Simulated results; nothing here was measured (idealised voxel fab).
The name of this process module is voxel ribs on slabs.
Cross-section cut: width 190 nm, square cells of 5 nm.
Format of a cross-section: grid, square cells. Given as bands. Order: top down. Band: one or more rows of cells.
Top, bottom (nm), then materials left to right with widths (nm); lone material tagged "everywhere" fills the whole band edge to edge; "air" = empty space.
All heights in this document are referenced to 0, defined as the level beneath which the wafer, as received, consists entirely of one material. The lowest band is not bounded below; it extends indefinitely downward and is written in the form "0..down".
Think of "30 to 40" as a width that walks from the first number to the second as you go down the band, top row to bottom row, taking equal-sized steps from row to row.
"changes: none" (step): cross-section cells unchanged, all of them.
"Cavities, closed": sealed empty spaces, 8 cells or more, no open way to top, listed width x height at distance, with distance from the left edge and width, height and distance in nm.
Read whatever lies past the settings on a step's line as the simulator's own remark about the step.
"overlay nm" answers the question of how far to the right of plan the mask lay on a step that has a mask, and when it is negative the answer is to the left.
# Steps planned for the process
1: RECEIVE with material Si
2: DIRECTIONAL_DEP with material SiO2, thk nm 25
3: DIRECTIONAL_DEP with material SiN, thk nm 15
4: PATTERN with tone cover, mask id RIB, material resist, width nm 25, thk nm 20, overlay nm 0
5: DIRECTIONAL_ETCH with etch materials SiN, depth nm 10
6: STRIP with etch materials resist
7: MASKED_ETCH with tone cover, mask id SLAB, width nm 75, etch materials SiN, depth nm 5, overlay nm 0
8: FILL_DEP with material SiO2, thk nm 15
9: CMP with height nm 50
10: DIRECTIONAL_DEP with material W, thk nm 5
11: PATTERN with tone cover, mask id HEATER, material resist, width nm 35, thk nm 20, overlay nm 0
12: DIRECTIONAL_ETCH with etch materials W, depth nm 5
13: STRIP with etch materials resist
14: CONFORMAL_DEP with material SiN, thk nm 10
# Shown in cross-section is the wafer as received, that is, as it stands after step 1
* 0..down = Si everywhere
* Cavities, closed: none
# First of two wafers: cross-section at end of module, run per plan
* 65..60 = air 65; SiN 55; air 70
* 60..55 = SiN everywhere
* 55..50 = SiN 75; W 35; SiN 80
* 50..40 = SiO2 everywhere
* 40..30 = SiO2 80; SiN 25; SiO2 85
* 30..25 = SiO2 55; SiN 75; SiO2 60
* 25..0 = SiO2 everywhere
* 0..down = Si everywhere
* Cavities, closed: none
# End of module, second wafer, cross-section. Started like the first, planned like the first, run with one mistake
* 65..60 = air 65; SiN 55; air 70
* 60..55 = SiN everywhere
* 55..50 = SiN 75; W 35; SiN 80
* 50..40 = SiO2 everywhere
* 40..25 = W everywhere
* 25..0 = SiO2 everywhere
* 0..down = Si everywhere
* Cavities, closed: none
What broke from the plan during processing? for step 3, the planned setting was not used; the step was instead run as DIRECTIONAL_DEP with material W, thk nm 15
It is noted that, at the conclusion of processing, the second wafer exhibits a higher or lower cell count for certain materials relative to the first: -25 SiN | -89 SiO2 | +114 W
